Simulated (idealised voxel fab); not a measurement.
process module | voxel tone inversion
cross-section cut | 225 nm wide | cells 5 nm
A cross-section is a grid of square cells, given in bands from the top down. A band is one or more rows of cells.
Each band's line starts with the height of the band's top and of its bottom, in nm. Then come its materials from left to right, each with its width in nm. One material with "throughout" fills the band from edge to edge. "air" is empty space.
Height 0 is the level under which the wafer as received is all one material. The lowest band goes on downwards, as in "0 down".
A width such as "30 to 40" changes by the same amount from each row of cells to the next, from the band's top row to its bottom row.
"no change" after a step means that no cell of the cross-section changed.
closed voids: empty space of 8 cells or more with no open way to the top, each as width x height at its distance from the left edge, in nm
after a step's settings: what the simulator itself notes on the step
overlay nm, on a step with a mask: how far to the right of its planned place the mask lay; to the left if negative
plan
1 op RECEIVE | material Si
2 op CONFORMAL_DEP | material SiN | thk nm 5
3 op DIRECTIONAL_DEP | material polySi | thk nm 20
4 op PATTERN | tone cover | mask id POSTS | material resist | width nm 25 | pitch nm 40 | thk nm 30 | overlay nm 0
5 op DIRECTIONAL_ETCH | etch materials polySi | depth nm 20
6 op STRIP | etch materials resist
7 op FILL_DEP | material lowk | thk nm 10
8 op CMP | height nm 25
9 op STRIP | etch materials polySi
first wafer, as planned
as received, after step 1
  0 down: Si throughout
  closed voids: none
after step 2
  5 to 0: SiN throughout
  below 0: unchanged
after step 3
  25 to 5: polySi throughout
  below 5: unchanged
after step 4
  55 to 25: air 40 | resist 25 | air 15 | resist 25 | air 15 | resist 25 | air 15 | resist 25 | air 40
  below 25: unchanged
after step 5
  55 to 25: air 40 | resist 25 | air 15 | resist 25 | air 15 | resist 25 | air 15 | resist 25 | air 40
  25 to 5: air 40 | polySi 25 | air 15 | polySi 25 | air 15 | polySi 25 | air 15 | polySi 25 | air 40
  below 5: unchanged
after step 6
  25 to 5: air 40 | polySi 25 | air 15 | polySi 25 | air 15 | polySi 25 | air 15 | polySi 25 | air 40
  below 5: unchanged
after step 7
  35 to 25: lowk throughout
  25 to 5: lowk 40 | polySi 25 | lowk 15 | polySi 25 | lowk 15 | polySi 25 | lowk 15 | polySi 25 | lowk 40
  below 5: unchanged
after step 8
  25 to 5: lowk 40 | polySi 25 | lowk 15 | polySi 25 | lowk 15 | polySi 25 | lowk 15 | polySi 25 | lowk 40
  below 5: unchanged
after step 9
  25 to 5: lowk 40 | air 25 | lowk 15 | air 25 | lowk 15 | air 25 | lowk 15 | air 25 | lowk 40
  below 5: unchanged
second wafer: like start, like plan, one mistake. Through step 3 it matches the first wafer
when step 4 should have ended
  55 to 25: resist 40 | air 25 | resist 15 | air 25 | resist 15 | air 25 | resist 15 | air 25 | resist 40
  below 25: unchanged
when step 5 should have ended
  55 to 25: resist 40 | air 25 | resist 15 | air 25 | resist 15 | air 25 | resist 15 | air 25 | resist 40
  25 to 5: polySi 40 | air 25 | polySi 15 | air 25 | polySi 15 | air 25 | polySi 15 | air 25 | polySi 40
  below 5: unchanged
when step 6 should have ended
  25 to 5: polySi 40 | air 25 | polySi 15 | air 25 | polySi 15 | air 25 | polySi 15 | air 25 | polySi 40
  below 5: unchanged
when step 7 should have ended
  35 to 25: lowk throughout
  25 to 5: polySi 40 | lowk 25 | polySi 15 | lowk 25 | polySi 15 | lowk 25 | polySi 15 | lowk 25 | polySi 40
  below 5: unchanged
when step 8 should have ended
  25 to 5: polySi 40 | lowk 25 | polySi 15 | lowk 25 | polySi 15 | lowk 25 | polySi 15 | lowk 25 | polySi 40
  below 5: unchanged
when step 9 should have ended
  25 to 5: air 40 | lowk 25 | air 15 | lowk 25 | air 15 | lowk 25 | air 15 | lowk 25 | air 40
  below 5: unchanged
what went wrong: step 4 ran as: op PATTERN | tone open | mask id POSTS | material resist | width nm 25 | pitch nm 40 | thk nm 30 | overlay nm 0
at the end the second wafer has, in cells: 20 fewer of lowk
